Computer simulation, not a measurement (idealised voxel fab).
process module | voxel transistor to metal
cross-section cut | 165 nm wide | cells 5 nm
A cross-section is a grid of square cells, given in bands from the top down. A band is one or more rows of cells.
Each band's line starts with the height of the band's top and of its bottom, in nm. Then come its materials from left to right, each with its width in nm. One material with "throughout" fills the band from edge to edge. "air" is empty space.
Height 0 is the level under which the wafer as received is all one material. The lowest band goes on downwards, as in "0 down".
A width such as "30 to 40" changes by the same amount from each row of cells to the next, from the band's top row to its bottom row.
"no change" after a step means that no cell of the cross-section changed.
closed voids: empty space of 8 cells or more with no open way to the top, each as width x height at its distance from the left edge, in nm
after a step's settings: what the simulator itself notes on the step
overlay nm, on a step with a mask: how far to the right of its planned place the mask lay; to the left if negative
plan
1 op RECEIVE | material Si
2 op CONFORMAL_DEP | material SiO2 | thk nm 5
3 op CONFORMAL_DEP | material SiN | thk nm 15
4 op DIRECTIONAL_DEP | material aC | thk nm 10
5 op PATTERN | tone cover | mask id ACTIVE | material resist | width nm 105 | thk nm 30 | overlay nm 0
6 op DIRECTIONAL_ETCH | etch materials aC | depth nm 10
7 op STRIP | etch materials resist
8 op DIRECTIONAL_ETCH | etch materials SiN | depth nm 15
9 op DIRECTIONAL_ETCH | etch materials SiO2 | depth nm 5
10 op DIRECTIONAL_ETCH | etch materials Si | depth nm 30
11 op STRIP | etch materials aC
12 op OXIDIZE | depth nm 5
13 op FILL_DEP | material SiO2 | thk nm 10
14 op CMP | height nm 20
15 op SELECTIVE_ETCH | etch materials SiO2 | depth nm 10
16 op STRIP | etch materials SiN
17 op SELECTIVE_ETCH | etch materials SiO2 | depth nm 5
18 op OXIDIZE | depth nm 5
19 op DIRECTIONAL_DEP | material polySi | thk nm 20
20 op DIRECTIONAL_DEP | material SiCN | thk nm 10
21 op PATTERN | tone cover | mask id GATE | material resist | width nm 35 | thk nm 20 | overlay nm 0
22 op DIRECTIONAL_ETCH | etch materials SiCN | depth nm 20
23 op DIRECTIONAL_ETCH | etch materials polySi | depth nm 30
24 op STRIP | etch materials resist
25 op CONFORMAL_DEP | material SiO2 | thk nm 5
26 op DIRECTIONAL_ETCH | etch materials SiO2 | depth nm 5
27 op CONFORMAL_DEP | material SiN | thk nm 10
28 op DIRECTIONAL_ETCH | etch materials SiN | depth nm 10
29 op DIRECTIONAL_ETCH | etch materials SiO2 | depth nm 5
30 op DIRECTIONAL_ETCH | etch materials Si | depth nm 5
31 op EPI | material pSi | thk nm 5
32 op FILL_DEP | material SiO2 | thk nm 10
33 op CMP | height nm 20
34 op STRIP | etch materials polySi
35 op SELECTIVE_ETCH | etch materials SiO2 | depth nm 5
36 op CONFORMAL_DEP | material HfO2 | thk nm 5
37 op CONFORMAL_DEP | material TiN | thk nm 5
38 op FILL_DEP | material W | thk nm 10
39 op CMP | height nm 15
40 op DIRECTIONAL_DEP | material SiO2 | thk nm 15
41 op DIRECTIONAL_DEP | material aC | thk nm 10
42 op PATTERN | tone open | mask id CONTACT | material resist | width nm 15 | pitch nm 80 | thk nm 30 | overlay nm 0
43 op DIRECTIONAL_ETCH | etch materials aC | depth nm 10
44 op STRIP | etch materials resist
45 op DIRECTIONAL_ETCH | etch materials SiO2 | depth nm 30
46 op STRIP | etch materials aC
47 op CONFORMAL_DEP | material TiN | thk nm 5
48 op FILL_DEP | material Ru | thk nm 5
49 op CMP | height nm 30
50 op DIRECTIONAL_DEP | material TiN | thk nm 5
51 op DIRECTIONAL_DEP | material Ru | thk nm 20
52 op MASKED_ETCH | tone cover | mask id METAL_1 | width nm 15 | pitch nm 80 | etch materials Ru | depth nm 20 | overlay nm 0
53 op MASKED_ETCH | tone cover | mask id METAL_1 | width nm 15 | pitch nm 80 | etch materials TiN | depth nm 5 | overlay nm 0
54 op CONFORMAL_DEP | material SiN | thk nm 5
55 op FILL_DEP | material lowk | thk nm 10
56 op CMP | height nm 55
57 op CONFORMAL_DEP | material SiCN | thk nm 5
58 op DIRECTIONAL_DEP | material SiO2 | thk nm 25
59 op DIRECTIONAL_DEP | material aC | thk nm 10
60 op PATTERN | tone open | mask id METAL_2 | material resist | width nm 15 | pitch nm 80 | thk nm 25 | overlay nm 0
61 op DIRECTIONAL_ETCH | etch materials aC | depth nm 10
62 op STRIP | etch materials resist
63 op DIRECTIONAL_ETCH | etch materials SiO2 | depth nm 15
64 op STRIP | etch materials aC
65 op MASKED_ETCH | tone open | mask id METAL_2_HOLES | width nm 15 | pitch nm 80 | etch materials SiO2 | depth nm 10 | overlay nm 0
66 op MASKED_ETCH | tone open | mask id METAL_2_HOLES | width nm 15 | pitch nm 80 | etch materials SiCN | depth nm 5 | overlay nm 0
67 op CONFORMAL_DEP | material TiN | thk nm 5
68 op FILL_DEP | material Cu | thk nm 10
69 op CMP | height nm 85
70 op CONFORMAL_DEP | material SiN | thk nm 5
first wafer, as planned
as received, after step 1
  0 down: Si throughout
  closed voids: none
after step 2
  5 to 0: SiO2 throughout
  below 0: unchanged
after step 3
  20 to 5: SiN throughout
  below 5: unchanged
after step 4
  30 to 20: aC throughout
  below 20: unchanged
after step 5
  60 to 30: air 30 | resist 105 | air 30
  below 30: unchanged
after step 6
  50 to 30: air 30 | resist 105 | air 30
  30 to 20: air 30 | aC 105 | air 30
  below 20: unchanged
after step 7
  30 to 20: air 30 | aC 105 | air 30
  below 20: unchanged
after step 8
  30 to 20: air 30 | aC 105 | air 30
  20 to 5: air 30 | SiN 105 | air 30
  below 5: unchanged
after step 9
  30 to 20: air 30 | aC 105 | air 30
  20 to 5: air 30 | SiN 105 | air 30
  5 to 0: air 30 | SiO2 105 | air 30
  below 0: unchanged
after step 10
  30 to 20: air 30 | aC 105 | air 30
  20 to 5: air 30 | SiN 105 | air 30
  5 to 0: air 30 | SiO2 105 | air 30
  0 to -30: air 30 | Si 105 | air 30
  below -30: unchanged
after step 11
  20 to 5: air 30 | SiN 105 | air 30
  below 5: unchanged
after step 12
  20 to 5: air 30 | SiN 105 | air 30
  5 to 0: air 30 | SiO2 105 | air 30
  0 to -30: air 30 | SiO2 5 | Si 95 | SiO2 5 | air 30
  -30 to -35: SiO2 35 | Si 95 | SiO2 35
  below -35: unchanged
after step 13
  30 to 20: SiO2 throughout
  20 to 5: SiO2 30 | SiN 105 | SiO2 30
  5 to 0: SiO2 throughout
  0 to -35: SiO2 35 | Si 95 | SiO2 35
  below -35: unchanged
after step 14
  20 to 5: SiO2 30 | SiN 105 | SiO2 30
  below 5: unchanged
after step 15
  20 to 10: air 30 | SiN 105 | air 30
  below 10: unchanged
after step 16
  10 to 5: SiO2 30 | air 105 | SiO2 30
  below 5: unchanged
after step 17
  5 to 0: SiO2 25 | air 115 | SiO2 25
  below 0: unchanged
after step 18
  5 to 0: SiO2 25 | air 115 | SiO2 25
  0 to -5: SiO2 throughout
  below -5: unchanged
after step 19
  25 to 20: polySi 25 | air 115 | polySi 25
  20 to 5: polySi throughout
  5 to 0: SiO2 25 | polySi 115 | SiO2 25
  below 0: unchanged
after step 20
  35 to 30: SiCN 25 | air 115 | SiCN 25
  30 to 25: SiCN throughout
  25 to 20: polySi 25 | SiCN 115 | polySi 25
  below 20: unchanged
after step 21
  55 to 35: air 65 | resist 35 | air 65
  35 to 30: SiCN 25 | air 40 | resist 35 | air 40 | SiCN 25
  below 30: unchanged
after step 22
  55 to 30: air 65 | resist 35 | air 65
  30 to 25: air 65 | SiCN 35 | air 65
  25 to 20: polySi 25 | air 40 | SiCN 35 | air 40 | polySi 25
  below 20: unchanged
after step 23
  55 to 30: air 65 | resist 35 | air 65
  30 to 20: air 65 | SiCN 35 | air 65
  20 to 5: air 65 | polySi 35 | air 65
  5 to 0: SiO2 25 | air 40 | polySi 35 | air 40 | SiO2 25
  below 0: unchanged
after step 24
  30 to 20: air 65 | SiCN 35 | air 65
  below 20: unchanged
after step 25
  35 to 30: air 60 | SiO2 45 | air 60
  30 to 20: air 60 | SiO2 5 | SiCN 35 | SiO2 5 | air 60
  20 to 10: air 60 | SiO2 5 | polySi 35 | SiO2 5 | air 60
  10 to 5: SiO2 30 | air 30 | SiO2 5 | polySi 35 | SiO2 5 | air 30 | SiO2 30
  5 to 0: SiO2 65 | polySi 35 | SiO2 65
  below 0: unchanged
after step 26
  30 to 20: air 60 | SiO2 5 | SiCN 35 | SiO2 5 | air 60
  20 to 5: air 60 | SiO2 5 | polySi 35 | SiO2 5 | air 60
  5 to 0: SiO2 30 | air 30 | SiO2 5 | polySi 35 | SiO2 5 | air 30 | SiO2 30
  below 0: unchanged
after step 27
  40 to 30: air 50 | SiN 65 | air 50
  30 to 20: air 50 | SiN 10 | SiO2 5 | SiCN 35 | SiO2 5 | SiN 10 | air 50
  20 to 15: air 50 | SiN 10 | SiO2 5 | polySi 35 | SiO2 5 | SiN 10 | air 50
  15 to 10: SiN 40 | air 10 | SiN 10 | SiO2 5 | polySi 35 | SiO2 5 | SiN 10 | air 10 | SiN 40
  10 to 5: SiN 60 | SiO2 5 | polySi 35 | SiO2 5 | SiN 60
  5 to 0: SiO2 30 | SiN 30 | SiO2 5 | polySi 35 | SiO2 5 | SiN 30 | SiO2 30
  below 0: unchanged
after step 28
  30 to 20: air 50 | SiN 10 | SiO2 5 | SiCN 35 | SiO2 5 | SiN 10 | air 50
  20 to 5: air 50 | SiN 10 | SiO2 5 | polySi 35 | SiO2 5 | SiN 10 | air 50
  5 to 0: SiO2 30 | SiN 10 | air 10 | SiN 10 | SiO2 5 | polySi 35 | SiO2 5 | SiN 10 | air 10 | SiN 10 | SiO2 30
  below 0: unchanged
after step 29
  30 to 25: air 50 | SiN 10 | air 5 | SiCN 35 | air 5 | SiN 10 | air 50
  25 to 20: air 50 | SiN 10 | SiO2 5 | SiCN 35 | SiO2 5 | SiN 10 | air 50
  20 to 5: air 50 | SiN 10 | SiO2 5 | polySi 35 | SiO2 5 | SiN 10 | air 50
  5 to 0: air 30 | SiN 10 | air 10 | SiN 10 | SiO2 5 | polySi 35 | SiO2 5 | SiN 10 | air 10 | SiN 10 | air 30
  0 to -5: SiO2 40 | air 10 | SiO2 65 | air 10 | SiO2 40
  below -5: unchanged
after step 30
  30 to 25: air 50 | SiN 10 | air 5 | SiCN 35 | air 5 | SiN 10 | air 50
  25 to 20: air 50 | SiN 10 | SiO2 5 | SiCN 35 | SiO2 5 | SiN 10 | air 50
  20 to 5: air 50 | SiN 10 | SiO2 5 | polySi 35 | SiO2 5 | SiN 10 | air 50
  5 to 0: air 30 | SiN 10 | air 10 | SiN 10 | SiO2 5 | polySi 35 | SiO2 5 | SiN 10 | air 10 | SiN 10 | air 30
  0 to -5: SiO2 40 | air 10 | SiO2 65 | air 10 | SiO2 40
  -5 to -10: SiO2 35 | Si 5 | air 10 | Si 65 | air 10 | Si 5 | SiO2 35
  below -10: unchanged
after step 31
  30 to 25: air 50 | SiN 10 | air 5 | SiCN 35 | air 5 | SiN 10 | air 50
  25 to 20: air 50 | SiN 10 | SiO2 5 | SiCN 35 | SiO2 5 | SiN 10 | air 50
  20 to 5: air 50 | SiN 10 | SiO2 5 | polySi 35 | SiO2 5 | SiN 10 | air 50
  5 to 0: air 30 | SiN 10 | air 10 | SiN 10 | SiO2 5 | polySi 35 | SiO2 5 | SiN 10 | air 10 | SiN 10 | air 30
  0 to -5: SiO2 40 | pSi 10 | SiO2 65 | pSi 10 | SiO2 40
  -5 to -10: SiO2 35 | Si 5 | pSi 10 | Si 65 | pSi 10 | Si 5 | SiO2 35
  below -10: unchanged
after step 32
  40 to 30: SiO2 throughout
  30 to 20: SiO2 50 | SiN 10 | SiO2 5 | SiCN 35 | SiO2 5 | SiN 10 | SiO2 50
  20 to 5: SiO2 50 | SiN 10 | SiO2 5 | polySi 35 | SiO2 5 | SiN 10 | SiO2 50
  5 to 0: SiO2 30 | SiN 10 | SiO2 10 | SiN 10 | SiO2 5 | polySi 35 | SiO2 5 | SiN 10 | SiO2 10 | SiN 10 | SiO2 30
  below 0: unchanged
after step 33
  20 to 5: SiO2 50 | SiN 10 | SiO2 5 | polySi 35 | SiO2 5 | SiN 10 | SiO2 50
  below 5: unchanged
after step 34
  20 to 5: SiO2 50 | SiN 10 | SiO2 5 | air 35 | SiO2 5 | SiN 10 | SiO2 50
  5 to 0: SiO2 30 | SiN 10 | SiO2 10 | SiN 10 | SiO2 5 | air 35 | SiO2 5 | SiN 10 | SiO2 10 | SiN 10 | SiO2 30
  below 0: unchanged
after step 35
  20 to 15: air 50 | SiN 10 | air 45 | SiN 10 | air 50
  15 to 5: SiO2 50 | SiN 10 | air 45 | SiN 10 | SiO2 50
  5 to 0: SiO2 30 | SiN 10 | SiO2 10 | SiN 10 | air 45 | SiN 10 | SiO2 10 | SiN 10 | SiO2 30
  0 to -5: SiO2 40 | pSi 10 | SiO2 10 | air 45 | SiO2 10 | pSi 10 | SiO2 40
  below -5: unchanged
after step 36
  25 to 20: air 45 | HfO2 20 | air 35 | HfO2 20 | air 45
  20 to 15: HfO2 50 | SiN 10 | HfO2 5 | air 35 | HfO2 5 | SiN 10 | HfO2 50
  15 to 5: SiO2 50 | SiN 10 | HfO2 5 | air 35 | HfO2 5 | SiN 10 | SiO2 50
  5 to 0: SiO2 30 | SiN 10 | SiO2 10 | SiN 10 | HfO2 5 | air 35 | HfO2 5 | SiN 10 | SiO2 10 | SiN 10 | SiO2 30
  0 to -5: SiO2 40 | pSi 10 | SiO2 10 | HfO2 45 | SiO2 10 | pSi 10 | SiO2 40
  below -5: unchanged
after step 37
  30 to 25: air 40 | TiN 30 | air 25 | TiN 30 | air 40
  25 to 20: TiN 45 | HfO2 20 | TiN 5 | air 25 | TiN 5 | HfO2 20 | TiN 45
  20 to 15: HfO2 50 | SiN 10 | HfO2 5 | TiN 5 | air 25 | TiN 5 | HfO2 5 | SiN 10 | HfO2 50
  15 to 5: SiO2 50 | SiN 10 | HfO2 5 | TiN 5 | air 25 | TiN 5 | HfO2 5 | SiN 10 | SiO2 50
  5 to 0: SiO2 30 | SiN 10 | SiO2 10 | SiN 10 | HfO2 5 | TiN 35 | HfO2 5 | SiN 10 | SiO2 10 | SiN 10 | SiO2 30
  below 0: unchanged
after step 38
  40 to 30: W throughout
  30 to 25: W 40 | TiN 30 | W 25 | TiN 30 | W 40
  25 to 20: TiN 45 | HfO2 20 | TiN 5 | W 25 | TiN 5 | HfO2 20 | TiN 45
  20 to 15: HfO2 50 | SiN 10 | HfO2 5 | TiN 5 | W 25 | TiN 5 | HfO2 5 | SiN 10 | HfO2 50
  15 to 5: SiO2 50 | SiN 10 | HfO2 5 | TiN 5 | W 25 | TiN 5 | HfO2 5 | SiN 10 | SiO2 50
  below 5: unchanged
after step 39
  15 to 5: SiO2 50 | SiN 10 | HfO2 5 | TiN 5 | W 25 | TiN 5 | HfO2 5 | SiN 10 | SiO2 50
  below 5: unchanged
after step 40
  30 to 15: SiO2 throughout
  below 15: unchanged
after step 41
  40 to 30: aC throughout
  below 30: unchanged
after step 42
  70 to 40: resist 35 | air 15 | resist 65 | air 15 | resist 35
  below 40: unchanged
after step 43
  60 to 40: resist 35 | air 15 | resist 65 | air 15 | resist 35
  40 to 30: aC 35 | air 15 | aC 65 | air 15 | aC 35
  below 30: unchanged
after step 44
  40 to 30: aC 35 | air 15 | aC 65 | air 15 | aC 35
  below 30: unchanged
after step 45
  40 to 30: aC 35 | air 15 | aC 65 | air 15 | aC 35
  30 to 15: SiO2 35 | air 15 | SiO2 65 | air 15 | SiO2 35
  15 to 5: SiO2 35 | air 15 | SiN 10 | HfO2 5 | TiN 5 | W 25 | TiN 5 | HfO2 5 | SiN 10 | air 15 | SiO2 35
  5 to 0: SiO2 30 | SiN 10 | air 10 | SiN 10 | HfO2 5 | TiN 35 | HfO2 5 | SiN 10 | air 10 | SiN 10 | SiO2 30
  below 0: unchanged
after step 46
  30 to 15: SiO2 35 | air 15 | SiO2 65 | air 15 | SiO2 35
  below 15: unchanged
after step 47
  35 to 30: TiN 40 | air 5 | TiN 75 | air 5 | TiN 40
  30 to 15: SiO2 35 | TiN 5 | air 5 | TiN 5 | SiO2 65 | TiN 5 | air 5 | TiN 5 | SiO2 35
  15 to 10: SiO2 35 | TiN 5 | air 5 | TiN 5 | SiN 10 | HfO2 5 | TiN 5 | W 25 | TiN 5 | HfO2 5 | SiN 10 | TiN 5 | air 5 | TiN 5 | SiO2 35
  10 to 5: SiO2 35 | TiN 15 | SiN 10 | HfO2 5 | TiN 5 | W 25 | TiN 5 | HfO2 5 | SiN 10 | TiN 15 | SiO2 35
  5 to 0: SiO2 30 | SiN 10 | TiN 10 | SiN 10 | HfO2 5 | TiN 35 | HfO2 5 | SiN 10 | TiN 10 | SiN 10 | SiO2 30
  below 0: unchanged
after step 48
  40 to 35: Ru throughout
  35 to 30: TiN 40 | Ru 5 | TiN 75 | Ru 5 | TiN 40
  30 to 15: SiO2 35 | TiN 5 | Ru 5 | TiN 5 | SiO2 65 | TiN 5 | Ru 5 | TiN 5 | SiO2 35
  15 to 10: SiO2 35 | TiN 5 | Ru 5 | TiN 5 | SiN 10 | HfO2 5 | TiN 5 | W 25 | TiN 5 | HfO2 5 | SiN 10 | TiN 5 | Ru 5 | TiN 5 | SiO2 35
  below 10: unchanged
after step 49
  30 to 15: SiO2 35 | TiN 5 | Ru 5 | TiN 5 | SiO2 65 | TiN 5 | Ru 5 | TiN 5 | SiO2 35
  below 15: unchanged
after step 50
  35 to 30: TiN throughout
  below 30: unchanged
after step 51
  55 to 35: Ru throughout
  below 35: unchanged
after step 52
  55 to 35: air 35 | Ru 15 | air 65 | Ru 15 | air 35
  below 35: unchanged
after step 53
  55 to 35: air 35 | Ru 15 | air 65 | Ru 15 | air 35
  35 to 30: air 35 | TiN 15 | air 65 | TiN 15 | air 35
  below 30: unchanged
after step 54
  60 to 55: air 30 | SiN 25 | air 55 | SiN 25 | air 30
  55 to 35: air 30 | SiN 5 | Ru 15 | SiN 5 | air 55 | SiN 5 | Ru 15 | SiN 5 | air 30
  35 to 30: SiN 35 | TiN 15 | SiN 65 | TiN 15 | SiN 35
  below 30: unchanged
after step 55
  70 to 60: lowk throughout
  60 to 55: lowk 30 | SiN 25 | lowk 55 | SiN 25 | lowk 30
  55 to 35: lowk 30 | SiN 5 | Ru 15 | SiN 5 | lowk 55 | SiN 5 | Ru 15 | SiN 5 | lowk 30
  below 35: unchanged
after step 56
  55 to 35: lowk 30 | SiN 5 | Ru 15 | SiN 5 | lowk 55 | SiN 5 | Ru 15 | SiN 5 | lowk 30
  below 35: unchanged
after step 57
  60 to 55: SiCN throughout
  below 55: unchanged
after step 58
  85 to 60: SiO2 throughout
  below 60: unchanged
after step 59
  95 to 85: aC throughout
  below 85: unchanged
after step 60
  120 to 95: resist 35 | air 15 | resist 65 | air 15 | resist 35
  below 95: unchanged
after step 61
  110 to 95: resist 35 | air 15 | resist 65 | air 15 | resist 35
  95 to 85: aC 35 | air 15 | aC 65 | air 15 | aC 35
  below 85: unchanged
after step 62
  95 to 85: aC 35 | air 15 | aC 65 | air 15 | aC 35
  below 85: unchanged
after step 63
  95 to 85: aC 35 | air 15 | aC 65 | air 15 | aC 35
  85 to 70: SiO2 35 | air 15 | SiO2 65 | air 15 | SiO2 35
  below 70: unchanged
after step 64
  85 to 70: SiO2 35 | air 15 | SiO2 65 | air 15 | SiO2 35
  below 70: unchanged
after step 65
  85 to 60: SiO2 35 | air 15 | SiO2 65 | air 15 | SiO2 35
  below 60: unchanged
after step 66
  85 to 60: SiO2 35 | air 15 | SiO2 65 | air 15 | SiO2 35
  60 to 55: SiCN 35 | air 15 | SiCN 65 | air 15 | SiCN 35
  below 55: unchanged
after step 67
  90 to 85: TiN 40 | air 5 | TiN 75 | air 5 | TiN 40
  85 to 60: SiO2 35 | TiN 5 | air 5 | TiN 5 | SiO2 65 | TiN 5 | air 5 | TiN 5 | SiO2 35
  60 to 55: SiCN 35 | TiN 15 | SiCN 65 | TiN 15 | SiCN 35
  below 55: unchanged
after step 68
  100 to 90: Cu throughout
  90 to 85: TiN 40 | Cu 5 | TiN 75 | Cu 5 | TiN 40
  85 to 60: SiO2 35 | TiN 5 | Cu 5 | TiN 5 | SiO2 65 | TiN 5 | Cu 5 | TiN 5 | SiO2 35
  below 60: unchanged
after step 69
  85 to 60: SiO2 35 | TiN 5 | Cu 5 | TiN 5 | SiO2 65 | TiN 5 | Cu 5 | TiN 5 | SiO2 35
  below 60: unchanged
after step 70
  90 to 85: SiN throughout
  below 85: unchanged
second wafer: like start, like plan, one mistake. Through step 35 it matches the first wafer
when step 36 should have ended
  25 to 20: air 45 | TiN 20 | air 35 | TiN 20 | air 45
  20 to 15: TiN 50 | SiN 10 | TiN 5 | air 35 | TiN 5 | SiN 10 | TiN 50
  15 to 5: SiO2 50 | SiN 10 | TiN 5 | air 35 | TiN 5 | SiN 10 | SiO2 50
  5 to 0: SiO2 30 | SiN 10 | SiO2 10 | SiN 10 | TiN 5 | air 35 | TiN 5 | SiN 10 | SiO2 10 | SiN 10 | SiO2 30
  0 to -5: SiO2 40 | pSi 10 | SiO2 10 | TiN 45 | SiO2 10 | pSi 10 | SiO2 40
  below -5: unchanged
when step 37 should have ended
  30 to 25: air 40 | TiN 30 | air 25 | TiN 30 | air 40
  25 to 20: TiN 70 | air 25 | TiN 70
  20 to 15: TiN 50 | SiN 10 | TiN 10 | air 25 | TiN 10 | SiN 10 | TiN 50
  15 to 5: SiO2 50 | SiN 10 | TiN 10 | air 25 | TiN 10 | SiN 10 | SiO2 50
  5 to 0: SiO2 30 | SiN 10 | SiO2 10 | SiN 10 | TiN 45 | SiN 10 | SiO2 10 | SiN 10 | SiO2 30
  below 0: unchanged
when step 38 should have ended
  40 to 30: W throughout
  30 to 25: W 40 | TiN 30 | W 25 | TiN 30 | W 40
  25 to 20: TiN 70 | W 25 | TiN 70
  20 to 15: TiN 50 | SiN 10 | TiN 10 | W 25 | TiN 10 | SiN 10 | TiN 50
  15 to 5: SiO2 50 | SiN 10 | TiN 10 | W 25 | TiN 10 | SiN 10 | SiO2 50
  below 5: unchanged
when step 39 should have ended
  15 to 5: SiO2 50 | SiN 10 | TiN 10 | W 25 | TiN 10 | SiN 10 | SiO2 50
  below 5: unchanged
when step 40 should have ended
  30 to 15: SiO2 throughout
  below 15: unchanged
when step 41 should have ended
  40 to 30: aC throughout
  below 30: unchanged
when step 42 should have ended
  70 to 40: resist 35 | air 15 | resist 65 | air 15 | resist 35
  below 40: unchanged
when step 43 should have ended
  60 to 40: resist 35 | air 15 | resist 65 | air 15 | resist 35
  40 to 30: aC 35 | air 15 | aC 65 | air 15 | aC 35
  below 30: unchanged
when step 44 should have ended
  40 to 30: aC 35 | air 15 | aC 65 | air 15 | aC 35
  below 30: unchanged
when step 45 should have ended
  40 to 30: aC 35 | air 15 | aC 65 | air 15 | aC 35
  30 to 15: SiO2 35 | air 15 | SiO2 65 | air 15 | SiO2 35
  15 to 5: SiO2 35 | air 15 | SiN 10 | TiN 10 | W 25 | TiN 10 | SiN 10 | air 15 | SiO2 35
  5 to 0: SiO2 30 | SiN 10 | air 10 | SiN 10 | TiN 45 | SiN 10 | air 10 | SiN 10 | SiO2 30
  below 0: unchanged
when step 46 should have ended
  30 to 15: SiO2 35 | air 15 | SiO2 65 | air 15 | SiO2 35
  below 15: unchanged
when step 47 should have ended
  35 to 30: TiN 40 | air 5 | TiN 75 | air 5 | TiN 40
  30 to 15: SiO2 35 | TiN 5 | air 5 | TiN 5 | SiO2 65 | TiN 5 | air 5 | TiN 5 | SiO2 35
  15 to 10: SiO2 35 | TiN 5 | air 5 | TiN 5 | SiN 10 | TiN 10 | W 25 | TiN 10 | SiN 10 | TiN 5 | air 5 | TiN 5 | SiO2 35
  10 to 5: SiO2 35 | TiN 15 | SiN 10 | TiN 10 | W 25 | TiN 10 | SiN 10 | TiN 15 | SiO2 35
  5 to 0: SiO2 30 | SiN 10 | TiN 10 | SiN 10 | TiN 45 | SiN 10 | TiN 10 | SiN 10 | SiO2 30
  below 0: unchanged
when step 48 should have ended
  40 to 35: Ru throughout
  35 to 30: TiN 40 | Ru 5 | TiN 75 | Ru 5 | TiN 40
  30 to 15: SiO2 35 | TiN 5 | Ru 5 | TiN 5 | SiO2 65 | TiN 5 | Ru 5 | TiN 5 | SiO2 35
  15 to 10: SiO2 35 | TiN 5 | Ru 5 | TiN 5 | SiN 10 | TiN 10 | W 25 | TiN 10 | SiN 10 | TiN 5 | Ru 5 | TiN 5 | SiO2 35
  below 10: unchanged
when step 49 should have ended
  30 to 15: SiO2 35 | TiN 5 | Ru 5 | TiN 5 | SiO2 65 | TiN 5 | Ru 5 | TiN 5 | SiO2 35
  below 15: unchanged
when step 50 should have ended
  35 to 30: TiN throughout
  below 30: unchanged
when step 51 should have ended
  55 to 35: Ru throughout
  below 35: unchanged
when step 52 should have ended
  55 to 35: air 35 | Ru 15 | air 65 | Ru 15 | air 35
  below 35: unchanged
when step 53 should have ended
  55 to 35: air 35 | Ru 15 | air 65 | Ru 15 | air 35
  35 to 30: air 35 | TiN 15 | air 65 | TiN 15 | air 35
  below 30: unchanged
when step 54 should have ended
  60 to 55: air 30 | SiN 25 | air 55 | SiN 25 | air 30
  55 to 35: air 30 | SiN 5 | Ru 15 | SiN 5 | air 55 | SiN 5 | Ru 15 | SiN 5 | air 30
  35 to 30: SiN 35 | TiN 15 | SiN 65 | TiN 15 | SiN 35
  below 30: unchanged
when step 55 should have ended
  70 to 60: lowk throughout
  60 to 55: lowk 30 | SiN 25 | lowk 55 | SiN 25 | lowk 30
  55 to 35: lowk 30 | SiN 5 | Ru 15 | SiN 5 | lowk 55 | SiN 5 | Ru 15 | SiN 5 | lowk 30
  below 35: unchanged
when step 56 should have ended
  55 to 35: lowk 30 | SiN 5 | Ru 15 | SiN 5 | lowk 55 | SiN 5 | Ru 15 | SiN 5 | lowk 30
  below 35: unchanged
when step 57 should have ended
  60 to 55: SiCN throughout
  below 55: unchanged
when step 58 should have ended
  85 to 60: SiO2 throughout
  below 60: unchanged
when step 59 should have ended
  95 to 85: aC throughout
  below 85: unchanged
when step 60 should have ended
  120 to 95: resist 35 | air 15 | resist 65 | air 15 | resist 35
  below 95: unchanged
when step 61 should have ended
  110 to 95: resist 35 | air 15 | resist 65 | air 15 | resist 35
  95 to 85: aC 35 | air 15 | aC 65 | air 15 | aC 35
  below 85: unchanged
when step 62 should have ended
  95 to 85: aC 35 | air 15 | aC 65 | air 15 | aC 35
  below 85: unchanged
when step 63 should have ended
  95 to 85: aC 35 | air 15 | aC 65 | air 15 | aC 35
  85 to 70: SiO2 35 | air 15 | SiO2 65 | air 15 | SiO2 35
  below 70: unchanged
when step 64 should have ended
  85 to 70: SiO2 35 | air 15 | SiO2 65 | air 15 | SiO2 35
  below 70: unchanged
when step 65 should have ended
  85 to 60: SiO2 35 | air 15 | SiO2 65 | air 15 | SiO2 35
  below 60: unchanged
when step 66 should have ended
  85 to 60: SiO2 35 | air 15 | SiO2 65 | air 15 | SiO2 35
  60 to 55: SiCN 35 | air 15 | SiCN 65 | air 15 | SiCN 35
  below 55: unchanged
when step 67 should have ended
  90 to 85: TiN 40 | air 5 | TiN 75 | air 5 | TiN 40
  85 to 60: SiO2 35 | TiN 5 | air 5 | TiN 5 | SiO2 65 | TiN 5 | air 5 | TiN 5 | SiO2 35
  60 to 55: SiCN 35 | TiN 15 | SiCN 65 | TiN 15 | SiCN 35
  below 55: unchanged
when step 68 should have ended
  100 to 90: Cu throughout
  90 to 85: TiN 40 | Cu 5 | TiN 75 | Cu 5 | TiN 40
  85 to 60: SiO2 35 | TiN 5 | Cu 5 | TiN 5 | SiO2 65 | TiN 5 | Cu 5 | TiN 5 | SiO2 35
  below 60: unchanged
when step 69 should have ended
  85 to 60: SiO2 35 | TiN 5 | Cu 5 | TiN 5 | SiO2 65 | TiN 5 | Cu 5 | TiN 5 | SiO2 35
  below 60: unchanged
when step 70 should have ended
  90 to 85: SiN throughout
  below 85: unchanged
what went wrong: step 36 ran as: op CONFORMAL_DEP | material TiN | thk nm 5
at the end the second wafer has, in cells: 15 fewer of HfO2 | 15 more of TiN
